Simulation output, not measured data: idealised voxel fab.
Herein follows the process module entitled voxel gate over fins.
Cross-section cut spans 220 nm and uses square cells 5 nm in size.
Think of the cross-section as a grid of square cells. We describe it in bands, top to bottom, and each band covers one or more rows of those cells. What a band's entry tells you: where the top is and where the bottom is, as heights in nm, and after that what lies inside, material by material from left to right, each with its width in nm. Empty space is written as the word "air", and a single material marked with the word "edge to edge" occupies the band from edge to edge. Height 0 is the level under which the wafer as received is all one material. The lowest band goes on downwards, as in "0 -> down". You'd read "30 to 40" like this: the band's top row of cells is as wide as the first number, its bottom row is as wide as the second, and going down, every row changes width by the same amount as the row before did. "no alterations made" after a step means that no cell of the cross-section changed. "Closed void roster" means: voids of 8 cells or more that are shut off from the top with no open way through. Written width x height at distance, distance from the left edge, in nm. On a step's line, text after the settings is the simulator commenting on that step. overlay nm: mask right of planned place by this much (step with mask). Neg. = left.
## These are the steps we planned for the process
1,RECEIVE, material Si
2,CONFORMAL_DEP, material SiN, thk nm 10
3,PATTERN, tone cover, mask id FINS, material resist, width nm 15, pitch nm 45, thk nm 15, overlay nm 0
4,DIRECTIONAL_ETCH, etch materials SiN, depth nm 10
5,DIRECTIONAL_ETCH, etch materials Si, depth nm 40
6,STRIP, etch materials resist
7,FILL_DEP, material SiO2, thk nm 15
8,CMP, height nm 10
9,SELECTIVE_ETCH, etch materials SiO2, depth nm 20
10,STRIP, etch materials SiN
11,CONFORMAL_DEP, material HfO2, thk nm 5
12,CONFORMAL_DEP, material TiN, thk nm 5
13,CONFORMAL_DEP, material TiAl, thk nm 5
14,CONFORMAL_DEP, material TiN, thk nm 5
15,FILL_DEP, material W, thk nm 15
16,CMP, height nm 30
17,CONFORMAL_DEP, material SiCN, thk nm 10
## Incoming wafer in cross-section (state: after step 1)
- 0 -> down: Si edge to edge
- Closed void roster: none
## End state of the module in cross-section, given the above starting point and plan and one mistake in execution
- 40 -> 30: SiCN edge to edge
- 30 -> 20: W edge to edge
- 20 -> 15: W 10 nm | TiN 200 nm | W 10 nm
- 15 -> 10: W 10 nm | TiN 5 nm | TiAl 190 nm | TiN 5 nm | W 10 nm
- 10 -> 5: TiN 15 nm | TiAl 5 nm | TiN 180 nm | TiAl 5 nm | TiN 15 nm
- 5 -> 0: TiAl 20 nm | TiN 5 nm | HfO2 35 nm | TiN 10 nm | HfO2 35 nm | TiN 10 nm | HfO2 35 nm | TiN 10 nm | HfO2 35 nm | TiN 5 nm | TiAl 20 nm
- 0 -> -5: TiN 25 nm | HfO2 5 nm | Si 25 nm | HfO2 5 nm | TiN 10 nm | HfO2 5 nm | Si 25 nm | HfO2 5 nm | TiN 10 nm | HfO2 5 nm | Si 25 nm | HfO2 5 nm | TiN 10 nm | HfO2 5 nm | Si 25 nm | HfO2 5 nm | TiN 25 nm
- -5 -> -10: HfO2 30 nm | Si 25 nm | HfO2 20 nm | Si 25 nm | HfO2 20 nm | Si 25 nm | HfO2 20 nm | Si 25 nm | HfO2 30 nm
- -10 -> -40: SiO2 30 nm | Si 25 nm | SiO2 20 nm | Si 25 nm | SiO2 20 nm | Si 25 nm | SiO2 20 nm | Si 25 nm | SiO2 30 nm
- -40 -> down: Si edge to edge
- Closed void roster: none
Nonconformance to the process plan: the process deviated at step 3: the operation and settings actually run there were PATTERN, tone cover, mask id FINS, material resist, width nm 25, pitch nm 45, thk nm 15, overlay nm 0
